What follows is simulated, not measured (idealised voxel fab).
This is a process module. Its name is voxel gate over fins.
Cross-section cut spans 300 nm and uses square cells 5 nm in size.
Throughout this document, each cross-section is represented as a grid of square cells and is presented as a sequence of bands enumerated from the top downward, where a band comprises one or more rows of cells.
A band entry consists of two parts. The first gives the height of the band's top and the height of its bottom, in nm. The rest lists the band's materials from left to right, each with its width in nm. A single material labelled with the word "full width" fills the band from edge to edge, and the word "air" marks empty space.
Heights are expressed relative to 0, this being the level below which the as-received wafer comprises one material exclusively. The lowest band is unbounded in the downward direction and is denoted as in "0 nm and below".
Note: "30..40" means the width goes from the first number (top row of the band) to the second number (bottom row) in equal steps per row of cells.
Step marked "nothing changed"? Then no cell in the cross-section changed in it.
Any empty space of 8 cells or more lacking an open way to the top shows up in "Listed closed voids" as width x height at distance, distance from the left edge, in nm.
Step line, after settings: the simulator's comment on this step.
"overlay nm" on a masked step: distance the mask lay right of its planned place, negative for left.

**List of planned process steps**
1: RECEIVE,material Si
2: CONFORMAL_DEP,material SiN,thk nm 10
3: DIRECTIONAL_DEP,material aC,thk nm 15
4: PATTERN,tone cover,mask id FINS,material resist,width nm 15,pitch nm 40,thk nm 35,overlay nm 0
5: DIRECTIONAL_ETCH,etch materials aC,depth nm 15
6: STRIP,etch materials resist
7: DIRECTIONAL_ETCH,etch materials SiN,depth nm 10
8: DIRECTIONAL_ETCH,etch materials Si,depth nm 30
9: STRIP,etch materials aC
10: OXIDIZE,depth nm 5
11: FILL_DEP,material SiO2,thk nm 5
12: CMP,height nm 10
13: SELECTIVE_ETCH,etch materials SiO2,depth nm 25
14: STRIP,etch materials SiN
15: CONFORMAL_DEP,material HfO2,thk nm 5
16: CONFORMAL_DEP,material TiN,thk nm 5
17: FILL_DEP,material W,thk nm 15
18: CMP,height nm 20
19: CONFORMAL_DEP,material SiCN,thk nm 10

**Cross-sectional view of the wafer in its as-received condition, corresponding to the state after step 1**
0 nm and below: Si full width
Listed closed voids: none

**Here's the cross-section of the first of our two wafers at the end of the module - it ran as planned**
30 nm to 20 nm: SiCN full width
20 nm to 10 nm: W full width
10 nm to 5 nm: W (95), TiN (25), W (15), TiN (25), W (15), TiN (25), W (100)
5 nm to 0 nm: W (95), TiN (5), HfO2 (15), TiN (5), W (15), TiN (5), HfO2 (15), TiN (5), W (15), TiN (5), HfO2 (15), TiN (5), W (100)
0 nm to -5 nm: W (95), TiN (5), HfO2 (5), Si (5), HfO2 (5), TiN (5), W (15), TiN (5), HfO2 (5), Si (5), HfO2 (5), TiN (5), W (15), TiN (5), HfO2 (5), Si (5), HfO2 (5), TiN (5), W (100)
-5 nm to -10 nm: TiN (100), HfO2 (5), Si (5), HfO2 (5), TiN (25), HfO2 (5), Si (5), HfO2 (5), TiN (25), HfO2 (5), Si (5), HfO2 (5), TiN (105)
-10 nm to -15 nm: HfO2 (105), Si (5), HfO2 (35), Si (5), HfO2 (35), Si (5), HfO2 (110)
-15 nm to -35 nm: SiO2 (105), Si (5), SiO2 (35), Si (5), SiO2 (35), Si (5), SiO2 (110)
-35 nm and below: Si full width
Listed closed voids: none

**Wafer two cross-section, module end. Start and plan unchanged from wafer one; one mistake made during the run**
35 nm to 20 nm: SiCN full width
20 nm to 10 nm: W full width
10 nm to 5 nm: W (95), TiN (25), W (15), TiN (25), W (15), TiN (25), W (100)
5 nm to 0 nm: W (95), TiN (5), HfO2 (15), TiN (5), W (15), TiN (5), HfO2 (15), TiN (5), W (15), TiN (5), HfO2 (15), TiN (5), W (100)
0 nm to -5 nm: W (95), TiN (5), HfO2 (5), Si (5), HfO2 (5), TiN (5), W (15), TiN (5), HfO2 (5), Si (5), HfO2 (5), TiN (5), W (15), TiN (5), HfO2 (5), Si (5), HfO2 (5), TiN (5), W (100)
-5 nm to -10 nm: TiN (100), HfO2 (5), Si (5), HfO2 (5), TiN (25), HfO2 (5), Si (5), HfO2 (5), TiN (25), HfO2 (5), Si (5), HfO2 (5), TiN (105)
-10 nm to -15 nm: HfO2 (105), Si (5), HfO2 (35), Si (5), HfO2 (35), Si (5), HfO2 (110)
-15 nm to -35 nm: SiO2 (105), Si (5), SiO2 (35), Si (5), SiO2 (35), Si (5), SiO2 (110)
-35 nm and below: Si full width
Listed closed voids: none
Here's what went sideways: off-plan run, step 19, actual operation and settings CONFORMAL_DEP,material SiCN,thk nm 15
Once processing is complete, comparing cell counts shows that the second wafer has more or fewer of certain materials than the first: SiCN +60
